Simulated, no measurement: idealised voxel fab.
process module | voxel self aligned vias
cross-section cut | 210 nm wide | cells 5 nm
A cross-section is a grid of square cells, given in bands from the top down. A band is one or more rows of cells.
Each band's line starts with the height of the band's top and of its bottom, in nm. Then come its materials from left to right, each with its width in nm. One material with "throughout" fills the band from edge to edge. "air" is empty space.
Height 0 is the level under which the wafer as received is all one material. The lowest band goes on downwards, as in "0 down".
A width such as "30 to 40" changes by the same amount from each row of cells to the next, from the band's top row to its bottom row.
"no change" after a step means that no cell of the cross-section changed.
closed voids: empty space of 8 cells or more with no open way to the top, each as width x height at its distance from the left edge, in nm
after a step's settings: what the simulator itself notes on the step
overlay nm, on a step with a mask: how far to the right of its planned place the mask lay; to the left if negative
plan
1 op RECEIVE | material Si
2 op CONFORMAL_DEP | material SiO2 | thk nm 15
3 op CONFORMAL_DEP | material SiCN | thk nm 5
4 op DIRECTIONAL_DEP | material SiO2 | thk nm 20
5 op PATTERN | tone open | mask id LINES | material resist | width nm 20 | pitch nm 55 | thk nm 15 | overlay nm 0
6 op DIRECTIONAL_ETCH | etch materials SiO2 | depth nm 20
7 op STRIP | etch materials resist
8 op CONFORMAL_DEP | material TiN | thk nm 5
9 op FILL_DEP | material Ru | thk nm 5
10 op CMP | height nm 40
11 op SELECTIVE_ETCH | etch materials W Ru TiN | depth nm 10
12 op FILL_DEP | material SiN | thk nm 10
13 op CMP | height nm 40
14 op DIRECTIONAL_DEP | material SiO2 | thk nm 20
15 op MASKED_ETCH | tone open | mask id VIAS | width nm 40 | pitch nm 110 | etch materials SiO2 | depth nm 20 | overlay nm 0
16 op MASKED_ETCH | tone open | mask id VIAS | width nm 40 | pitch nm 110 | etch materials SiN | depth nm 10 | overlay nm 0
17 op CONFORMAL_DEP | material TiN | thk nm 5
18 op FILL_DEP | material Cu | thk nm 10
19 op CMP | height nm 60
20 op CONFORMAL_DEP | material SiCN | thk nm 5
as received, after step 1
  0 down: Si throughout
  closed voids: none
a wafer at the end: this start, this plan, one mistake
  65 to 60: SiCN throughout
  60 to 45: SiO2 25 | TiN 5 | Cu 40 | TiN 5 | SiO2 60 | TiN 5 | Cu 40 | TiN 5 | SiO2 25
  45 to 40: SiO2 25 | TiN 20 | Cu 10 | TiN 20 | SiO2 60 | TiN 20 | Cu 10 | TiN 20 | SiO2 25
  40 to 35: SiO2 40 | TiN 5 | Cu 10 | TiN 5 | SiO2 35 | SiN 20 | SiO2 35 | TiN 5 | Cu 10 | TiN 5 | SiO2 40
  35 to 30: SiO2 40 | TiN 20 | SiO2 35 | SiN 20 | SiO2 35 | TiN 20 | SiO2 40
  30 to 25: SiO2 40 | TiN 5 | Ru 10 | TiN 5 | SiO2 35 | TiN 5 | Ru 10 | TiN 5 | SiO2 35 | TiN 5 | Ru 10 | TiN 5 | SiO2 40
  25 to 20: SiO2 40 | TiN 20 | SiO2 35 | TiN 20 | SiO2 35 | TiN 20 | SiO2 40
  20 to 15: SiCN throughout
  15 to 0: SiO2 throughout
  0 down: Si throughout
  closed voids: none
what went wrong: step 15 ran as: op MASKED_ETCH | tone open | mask id VIAS | width nm 50 | pitch nm 110 | etch materials SiO2 | depth nm 20 | overlay nm 0
